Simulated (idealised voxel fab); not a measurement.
Presented below is a process module, voxel self aligned contacts.
For reference, the cross-section in this document is cut, with width 200 nm and square cells of 5 nm.
Each cross-section below is a grid of square cells, stated as bands in top-down order, with one or more rows of cells making up each band.
In this notation a band is specified by the heights of its top and bottom, in that order and in nm, after which its materials appear from left to right, each paired with its width in nm. The word "all across" attached to a single material means that material fills the band from edge to edge; the word "blank" stands for empty space.
All heights in this document are referenced to 0, defined as the level beneath which the wafer, as received, consists entirely of one material. The lowest band is not bounded below; it extends indefinitely downward and is written in the form "0 nm and below".
The expression "30..40" gives the width at the extremes of the band, the first number at its top row of cells and the second at its bottom row, with the width changing by equal amounts from each row to the next in between.
"same as before" after a step means that no cell of the cross-section changed.
Any empty space of 8 cells or more lacking an open way to the top shows up in "Voids, enclosed" as width x height at distance, distance from the left edge, in nm.
Past the settings on a step's line: simulator remark, on that step.
"overlay nm" denotes, for a step that has a mask, the displacement of the mask to the right of its planned place, with negative values corresponding to the left.

List of planned process steps
1: RECEIVE [material Si]
2: OXIDIZE [depth nm 5]
3: DIRECTIONAL_DEP [material polySi] [thk nm 20]
4: DIRECTIONAL_DEP [material SiN] [thk nm 25]
5: DIRECTIONAL_DEP [material aC] [thk nm 10]
6: PATTERN [tone cover] [mask id GATE] [material resist] [width nm 30] [pitch nm 65] [thk nm 30] [overlay nm 0]
7: DIRECTIONAL_ETCH [etch materials aC] [depth nm 10]
8: STRIP [etch materials resist]
9: DIRECTIONAL_ETCH [etch materials SiN] [depth nm 25]
10: DIRECTIONAL_ETCH [etch materials polySi] [depth nm 20]
11: STRIP [etch materials aC]
12: CONFORMAL_DEP [material SiN] [thk nm 10]
13: DIRECTIONAL_ETCH [etch materials SiN] [depth nm 10]
14: FILL_DEP [material SiO2] [thk nm 20]
15: CMP [height nm 55]
16: MASKED_ETCH [tone open] [mask id CONTACT] [width nm 45] [pitch nm 65] [etch materials SiO2] [depth nm 60] [overlay nm 0]
17: CONFORMAL_DEP [material TiN] [thk nm 5]
18: FILL_DEP [material Ru] [thk nm 10]
19: CMP [height nm 55]
20: CONFORMAL_DEP [material SiN] [thk nm 5]
It is noted that the wafers described herein are identical at the outset and are distinguished by the depth nm of step 2; the value stated in the plan corresponds to the first wafer.

As received, i.e. after step 1: cross-section through the first of several wafers
> 0 nm and below: Si all across
> Voids, enclosed: none

Last step of the module is step 20; after it, the first of several wafers in cross-section
> 60 nm to 55 nm: SiN all across
> 55 nm to 45 nm: SiO2=45 | TiN=5..20 | Ru=35..5 | TiN=5..20 | SiO2=20 | TiN=5..20 | Ru=35..5 | TiN=5..20 | SiO2=45
> 45 nm to 20 nm: SiO2=10 | SiN=50 | TiN=5 | Ru=5 | TiN=5 | SiN=50 | TiN=5 | Ru=5 | TiN=5 | SiN=50 | SiO2=10
> 20 nm to 0 nm: SiO2=10 | SiN=10 | polySi=30 | SiN=10 | TiN=5 | Ru=5 | TiN=5 | SiN=10 | polySi=30 | SiN=10 | TiN=5 | Ru=5 | TiN=5 | SiN=10 | polySi=30 | SiN=10 | SiO2=10
> 0 nm to -5 nm: SiO2=60 | TiN=15 | SiO2=50 | TiN=15 | SiO2=60
> -5 nm and below: Si all across
> Voids, enclosed: none

Last wafer x-sec, end of module
> 60 nm to 55 nm: SiN all across
> 55 nm to 45 nm: SiO2=45 | TiN=5..20 | Ru=35..5 | TiN=5..20 | SiO2=20 | TiN=5..20 | Ru=35..5 | TiN=5..20 | SiO2=45
> 45 nm to 20 nm: SiO2=10 | SiN=50 | TiN=5 | Ru=5 | TiN=5 | SiN=50 | TiN=5 | Ru=5 | TiN=5 | SiN=50 | SiO2=10
> 20 nm to 0 nm: SiO2=10 | SiN=10 | polySi=30 | SiN=10 | TiN=5 | Ru=5 | TiN=5 | SiN=10 | polySi=30 | SiN=10 | TiN=5 | Ru=5 | TiN=5 | SiN=10 | polySi=30 | SiN=10 | SiO2=10
> 0 nm to -5 nm: SiO2=60 | TiN=15 | SiO2=50 | TiN=15 | SiO2=60
> -5 nm to -20 nm: SiO2 all across
> -20 nm and below: Si all across
> Voids, enclosed: none

What follows is a table in which each wafer occupies a row; for the wafer as it stands at the close of the module, the row states, material by material, how many cells have been gained (+) or lost (-) since receipt, and then gives its closed voids
depth nm 5; +34 Ru; -40 Si; +238 SiN; +114 SiO2; +62 TiN; +72 polySi; Voids, enclosed: none
depth nm 10; +34 Ru; -80 Si; +238 SiN; +154 SiO2; +62 TiN; +72 polySi; Voids, enclosed: none
depth nm 15; +34 Ru; -120 Si; +238 SiN; +194 SiO2; +62 TiN; +72 polySi; Voids, enclosed: none
depth nm 20; +34 Ru; -160 Si; +238 SiN; +234 SiO2; +62 TiN; +72 polySi; Voids, enclosed: none
